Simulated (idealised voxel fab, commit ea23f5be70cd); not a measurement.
Process module name: voxel fin reveal
The cross-section on display is named cut; it measures 150 nm wide, and its cells are 5 nm squares.
We lay out every cross-section as a grid of square cells and spell it out in bands from the top down, where one band means one or more rows of cells. Heads up on the band format: heights come first, top then bottom, in nm. After that it's the materials left to right, each with its width in nm. A single material flagged "edge to edge" fills the whole band edge to edge, and "blank" means there's empty space there. The reference from which all heights are counted is 0, the level beneath which the as-received wafer is entirely one material; the lowest band, having no lower bound, proceeds downward and is written after the example "0 nm and below". The width entry "30..40" should be interpreted row by row: the top row of cells in the band takes the first number, the bottom row takes the second number, and the change between adjacent rows is uniform throughout. No cell of the cross-section changed in a step that is given as "no modification". "Sealed void inventory" lists enclosed empty spaces (at least 8 cells, no open path upward to the top), each as width x height at distance from the left edge, in nm. Where a step's line continues beyond its settings, the continuation is a remark by the simulator itself on that step. overlay nm: for a step with a mask, the amount by which the mask lay right of where it was planned; a negative amount means left of it.

Process steps - plan
1 RECEIVE: material Si
2 CONFORMAL_DEP: material SiN, thk nm 10
3 DIRECTIONAL_DEP: material aC, thk nm 10
4 PATTERN: tone cover, mask id FINS, material resist, width nm 15, pitch nm 40, thk nm 25, overlay nm 0
5 DIRECTIONAL_ETCH: etch materials aC, depth nm 10
6 STRIP: etch materials resist
7 DIRECTIONAL_ETCH: etch materials SiN, depth nm 10
8 DIRECTIONAL_ETCH: etch materials Si, depth nm 40
9 STRIP: etch materials aC
10 FILL_DEP: material SiO2, thk nm 5
11 CMP: height nm 10
12 SELECTIVE_ETCH: etch materials SiO2, depth nm 25
13 STRIP: etch materials SiN

Wafer at receipt (post step 1), cross-section
0 nm and below | Si edge to edge
Sealed void inventory: none

Figure: cross-sectional view of the wafer upon completion of the module, processed from the initial state and according to the plan depicted above, with one error introduced during execution
10 nm to 0 nm | 45 of aC  15 of blank  25 of aC  15 of blank  50 of aC
0 nm to -40 nm | 45 of aC  15 of Si  25 of aC  15 of Si  50 of aC
-40 nm and below | Si edge to edge
Sealed void inventory: none
what went wrong: step 10: run off-plan, actual operation and settings FILL_DEP: material aC, thk nm 5
